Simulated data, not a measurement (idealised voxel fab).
process module | voxel double patterning
Pictured: cross-section cut, 265 nm wide, on a grid of 5 nm square cells.
Cross-section, as written here: a square-cell grid given band by band from the top down, where a band holds one or more rows of cells.
Look at the band entry: it leads with the top's height and the bottom's height in nm. Then it lists the materials left to right, with a width in nm for each. The word "throughout" on a single material says that material fills the band edge to edge. The word "empty" is empty space.
Note: height 0 marks the level under which the wafer is uniformly one material as received. Lowest band unbounded below, written "from 0 down".
With a width like "30->40", each row of cells in the band differs from the next by the same amount, the top row carrying the first number and the bottom row the second.
Key: "everything unchanged" - step with no changed cell in the cross-section.
"Sealed void inventory" contains a list of empty spaces, each no smaller than 8 cells and without an open way to the top, written in the form width x height at distance with the distance from the left edge and all three in nm.
It should be noted that, on the line of a given step, the content following the step's settings is a remark produced by the simulator itself with respect to that step.
overlay nm: where the mask lay relative to plan, measured to the right, on steps with a mask; negatives go left.
# Steps in the process plan
1. RECEIVE: material Si
2. CONFORMAL_DEP: material SiO2, thk nm 5
3. DIRECTIONAL_DEP: material polySi, thk nm 20
4. DIRECTIONAL_DEP: material SiN, thk nm 5
5. PATTERN: tone open, mask id FIRST, material resist, width nm 15, pitch nm 50, thk nm 15, overlay nm 0
6. DIRECTIONAL_ETCH: etch materials SiN, depth nm 5
7. STRIP: etch materials resist
8. DIRECTIONAL_DEP: material aC, thk nm 10
9. PATTERN: tone open, mask id SECOND, material resist, width nm 15, pitch nm 50, thk nm 30, overlay nm 0
10. DIRECTIONAL_ETCH: etch materials aC, depth nm 10
11. STRIP: etch materials resist
12. DIRECTIONAL_ETCH: etch materials SiN, depth nm 5
13. STRIP: etch materials aC
14. DIRECTIONAL_ETCH: etch materials polySi, depth nm 20
15. STRIP: etch materials SiN
Wafer-to-wafer difference: width nm, step 5. Common start. Plan = first wafer's value.
# Cross-section of the first of several received wafers, showing its state after step 1
	from 0 down  Si throughout
	Sealed void inventory: none
# Shown in cross-section: the first of several wafers at the end of the module, after its last step, step 15
	from 25 to 5  polySi: 75, then empty: 15, then polySi: 10, then empty: 15, then polySi: 10, then empty: 15, then polySi: 10, then empty: 15, then polySi: 10, then empty: 15, then polySi: 75
	from 5 to 0  SiO2 throughout
	from 0 down  Si throughout
	Sealed void inventory: none
# So this is the cross-section on the last wafer at the end of the module
	from 25 to 5  polySi: 70, then empty: 45, then polySi: 5, then empty: 45, then polySi: 5, then empty: 30, then polySi: 65
	from 5 to 0  SiO2 throughout
	from 0 down  Si throughout
	Sealed void inventory: none
# Heads up, this table goes wafer by wafer. A row tells you, at the end of the module, how many cells of each material that wafer has put on (+) or dropped (-) since it was received, and then its closed voids
width nm 15; +53 SiO2; +152 polySi; Sealed void inventory: none
width nm 20; +53 SiO2; +140 polySi; Sealed void inventory: none
width nm 25; +53 SiO2; +128 polySi; Sealed void inventory: none
width nm 30; +53 SiO2; +116 polySi; Sealed void inventory: none
